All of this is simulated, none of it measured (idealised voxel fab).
A process module follows: voxel tone inversion.
Xsec cut, 275 nm wide, square cell size 5 nm.
Cross-section spec: square-cell grid; bands listed top down; each band is one or more rows.
The band entry comprises the height of the band's top followed by the height of its bottom, expressed in nm, and subsequently the band's materials from left to right, each stated together with its width in nm. Where a single material is marked with the word "full width", that material fills the band from edge to edge. The word "air" represents empty space.
All heights in this document are referenced to 0, defined as the level beneath which the wafer, as received, consists entirely of one material. The lowest band is not bounded below; it extends indefinitely downward and is written in the form "0 -> down".
Quick explanation for "30..40": the width changes in equal steps down the rows of cells, from the first number in the band's top row to the second number in its bottom row.
Given "no modification" for a step, no cell of the cross-section differs between before and after that step.
The label "Cavities, sealed" introduces a list of the empty spaces, 8 cells or larger, that have no open way up to the top; each entry in it reads width x height at distance, where the distance is taken from the left edge and all three are stated in nm.
Whatever follows a step's settings on its line is a remark the simulator itself makes about that step.
When a step includes a mask, the "overlay nm" setting on its line states how far to the right of its planned place that mask lay, and negative values state how far to the left.

# The following list gives the planned process steps
- 1: RECEIVE: material Si
- 2: CONFORMAL_DEP: material SiN, thk nm 10
- 3: DIRECTIONAL_DEP: material polySi, thk nm 20
- 4: PATTERN: tone cover, mask id POSTS, material resist, width nm 25, pitch nm 40, thk nm 30, overlay nm 0
- 5: DIRECTIONAL_ETCH: etch materials polySi, depth nm 20
- 6: STRIP: etch materials resist
- 7: FILL_DEP: material lowk, thk nm 5
- 8: CMP: height nm 30
- 9: STRIP: etch materials polySi
- 10: CONFORMAL_DEP: material TiN, thk nm 5
- 11: FILL_DEP: material Ru, thk nm 10
- 12: CMP: height nm 30
- 13: CONFORMAL_DEP: material SiN, thk nm 5

# The first of two wafers, run as planned

# The cross-section here shows the wafer as received, i.e. in its state after step 1
> 0 -> down  Si full width
> Cavities, sealed: none

# So this is the wafer cross-section right after step 2
> 10 -> 0  SiN full width
> Under 0: no change, same as before.

# So this is the wafer cross-section right after step 3
> 30 -> 10  polySi full width
> Under 10: no change, same as before.

# So this is the wafer cross-section right after step 4
> 60 -> 30  air: 65; resist: 25; air: 15; resist: 25; air: 15; resist: 25; air: 15; resist: 25; air: 65
> Under 30: no change, same as before.

# So this is the wafer cross-section right after step 5
> 60 -> 30  air: 65; resist: 25; air: 15; resist: 25; air: 15; resist: 25; air: 15; resist: 25; air: 65
> 30 -> 10  air: 65; polySi: 25; air: 15; polySi: 25; air: 15; polySi: 25; air: 15; polySi: 25; air: 65
> Under 10: no change, same as before.

# So this is the wafer cross-section right after step 6
> 30 -> 10  air: 65; polySi: 25; air: 15; polySi: 25; air: 15; polySi: 25; air: 15; polySi: 25; air: 65
> Under 10: no change, same as before.

# So this is the wafer cross-section right after step 7
> 35 -> 30  lowk full width
> 30 -> 10  lowk: 65; polySi: 25; lowk: 15; polySi: 25; lowk: 15; polySi: 25; lowk: 15; polySi: 25; lowk: 65
> Under 10: no change, same as before.

# So this is the wafer cross-section right after step 8
> 30 -> 10  lowk: 65; polySi: 25; lowk: 15; polySi: 25; lowk: 15; polySi: 25; lowk: 15; polySi: 25; lowk: 65
> Under 10: no change, same as before.

# So this is the wafer cross-section right after step 9
> 30 -> 10  lowk: 65; air: 25; lowk: 15; air: 25; lowk: 15; air: 25; lowk: 15; air: 25; lowk: 65
> Under 10: no change, same as before.

# So this is the wafer cross-section right after step 10
> 35 -> 30  TiN: 70; air: 15; TiN: 25; air: 15; TiN: 25; air: 15; TiN: 25; air: 15; TiN: 70
> 30 -> 15  lowk: 65; TiN: 5; air: 15; TiN: 5; lowk: 15; TiN: 5; air: 15; TiN: 5; lowk: 15; TiN: 5; air: 15; TiN: 5; lowk: 15; TiN: 5; air: 15; TiN: 5; lowk: 65
> 15 -> 10  lowk: 65; TiN: 25; lowk: 15; TiN: 25; lowk: 15; TiN: 25; lowk: 15; TiN: 25; lowk: 65
> Under 10: no change, same as before.

# So this is the wafer cross-section right after step 11
> 45 -> 35  Ru full width
> 35 -> 30  TiN: 70; Ru: 15; TiN: 25; Ru: 15; TiN: 25; Ru: 15; TiN: 25; Ru: 15; TiN: 70
> 30 -> 15  lowk: 65; TiN: 5; Ru: 15; TiN: 5; lowk: 15; TiN: 5; Ru: 15; TiN: 5; lowk: 15; TiN: 5; Ru: 15; TiN: 5; lowk: 15; TiN: 5; Ru: 15; TiN: 5; lowk: 65
> Under 15: no change, same as before.

# So this is the wafer cross-section right after step 12
> 30 -> 15  lowk: 65; TiN: 5; Ru: 15; TiN: 5; lowk: 15; TiN: 5; Ru: 15; TiN: 5; lowk: 15; TiN: 5; Ru: 15; TiN: 5; lowk: 15; TiN: 5; Ru: 15; TiN: 5; lowk: 65
> Under 15: no change, same as before.

# So this is the wafer cross-section right after step 13
> 35 -> 30  SiN full width
> Under 30: no change, same as before.

# Second wafer: same start and same plan as the first, one execution error; identical to the first through step 6

# Second wafer: cross-section at the scheduled end of step 7
> 35 -> 30  TiN full width
> 30 -> 10  TiN: 65; polySi: 25; TiN: 15; polySi: 25; TiN: 15; polySi: 25; TiN: 15; polySi: 25; TiN: 65
> Under 10: no change, same as before.

# Second wafer: cross-section at the scheduled end of step 8
> 30 -> 10  TiN: 65; polySi: 25; TiN: 15; polySi: 25; TiN: 15; polySi: 25; TiN: 15; polySi: 25; TiN: 65
> Under 10: no change, same as before.

# Second wafer: cross-section at the scheduled end of step 9
> 30 -> 10  TiN: 65; air: 25; TiN: 15; air: 25; TiN: 15; air: 25; TiN: 15; air: 25; TiN: 65
> Under 10: no change, same as before.

# Second wafer: cross-section at the scheduled end of step 10
> 35 -> 15  TiN: 70; air: 15; TiN: 25; air: 15; TiN: 25; air: 15; TiN: 25; air: 15; TiN: 70
> 15 -> 10  TiN full width
> Under 10: no change, same as before.

# Second wafer: cross-section at the scheduled end of step 11
> 45 -> 35  Ru full width
> 35 -> 15  TiN: 70; Ru: 15; TiN: 25; Ru: 15; TiN: 25; Ru: 15; TiN: 25; Ru: 15; TiN: 70
> Under 15: no change, same as before.

# Second wafer: cross-section at the scheduled end of step 12
> 30 -> 15  TiN: 70; Ru: 15; TiN: 25; Ru: 15; TiN: 25; Ru: 15; TiN: 25; Ru: 15; TiN: 70
> Under 15: no change, same as before.

# Second wafer: cross-section at the scheduled end of step 13
> 35 -> 30  SiN full width
> Under 30: no change, same as before.
Nonconformance to the process plan: note that step 7 departed from the planned setting and was carried out as FILL_DEP: material TiN, thk nm 5
Looking at both finished wafers in cells, the second ends up ahead of or behind the first on some materials: TiN +140; lowk -140
